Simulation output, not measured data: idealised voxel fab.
A process module follows: voxel ribs on slabs.
Shown is cross-section cut, with a width of 255 nm and square cells of size 5 nm.
We lay out every cross-section as a grid of square cells and spell it out in bands from the top down, where one band means one or more rows of cells. Band: top and bottom heights (nm) first, top before bottom; then materials from left to right, widths in nm. "throughout" marks a sole material filling the band edge to edge. "empty" denotes empty space. Heads up on the height convention: 0 is the point under which the incoming wafer is all one material, and the lowest band has no bottom, it just keeps going down, like "0 nm and below". The expression "30->40" gives the width at the extremes of the band, the first number at its top row of cells and the second at its bottom row, with the width changing by equal amounts from each row to the next in between. Step marked "nothing changed"? Then no cell in the cross-section changed in it. "Closed empty spaces" enumerates empty spaces isolated from the top, with no open way to it, that contain at least 8 cells, giving each as width x height at distance from the left edge, all three in nm. Past the settings on a step's line: simulator remark, on that step. overlay nm: step with mask; distance mask lay right of planned place; negative value = left of planned place.

The process steps that were planned are listed below:
1: RECEIVE,material Si
2: DIRECTIONAL_DEP,material SiO2,thk nm 20
3: DIRECTIONAL_DEP,material SiN,thk nm 20
4: DIRECTIONAL_DEP,material aC,thk nm 10
5: PATTERN,tone cover,mask id RIB,material resist,width nm 15,thk nm 25,overlay nm 0
6: DIRECTIONAL_ETCH,etch materials aC,depth nm 10
7: STRIP,etch materials resist
8: DIRECTIONAL_ETCH,etch materials SiN,depth nm 10
9: STRIP,etch materials aC
10: PATTERN,tone cover,mask id SLAB,material resist,width nm 75,thk nm 20,overlay nm 0
11: DIRECTIONAL_ETCH,etch materials SiN,depth nm 10
12: STRIP,etch materials resist
13: FILL_DEP,material SiO2,thk nm 20
14: CMP,height nm 50
15: DIRECTIONAL_DEP,material W,thk nm 10
16: MASKED_ETCH,tone cover,mask id HEATER,width nm 25,etch materials W,depth nm 10,overlay nm 0
17: CONFORMAL_DEP,material SiO2,thk nm 5

Here's what the wafer looked like in cross-section when it arrived - that's after step 1:
0 nm and below: Si throughout
Closed empty spaces: none

Cross-section taken at module completion on the first of two wafers; processed per the plan:
65 nm to 60 nm: empty 110 nm, then SiO2 35 nm, then empty 110 nm
60 nm to 55 nm: empty 110 nm, then SiO2 5 nm, then W 25 nm, then SiO2 5 nm, then empty 110 nm
55 nm to 50 nm: SiO2 115 nm, then W 25 nm, then SiO2 115 nm
50 nm to 40 nm: SiO2 throughout
40 nm to 30 nm: SiO2 120 nm, then SiN 15 nm, then SiO2 120 nm
30 nm to 20 nm: SiO2 90 nm, then SiN 75 nm, then SiO2 90 nm
20 nm to 0 nm: SiO2 throughout
0 nm and below: Si throughout
Closed empty spaces: none

Wafer two cross-section, module end. Start and plan unchanged from wafer one; one mistake made during the run:
65 nm to 60 nm: empty 110 nm, then SiO2 35 nm, then empty 110 nm
60 nm to 55 nm: empty 110 nm, then SiO2 5 nm, then W 25 nm, then SiO2 5 nm, then empty 110 nm
55 nm to 50 nm: SiO2 115 nm, then W 25 nm, then SiO2 115 nm
50 nm to 40 nm: SiO2 throughout
40 nm to 30 nm: SiO2 90 nm, then SiN 75 nm, then SiO2 90 nm
30 nm to 20 nm: aC throughout
20 nm to 0 nm: SiO2 throughout
0 nm and below: Si throughout
Closed empty spaces: none
Plan not followed: swap of plan steps 3 and 4 during execution
Final cells, second wafer relative to first, materials higher or lower: SiN -6; SiO2 -96; aC +102
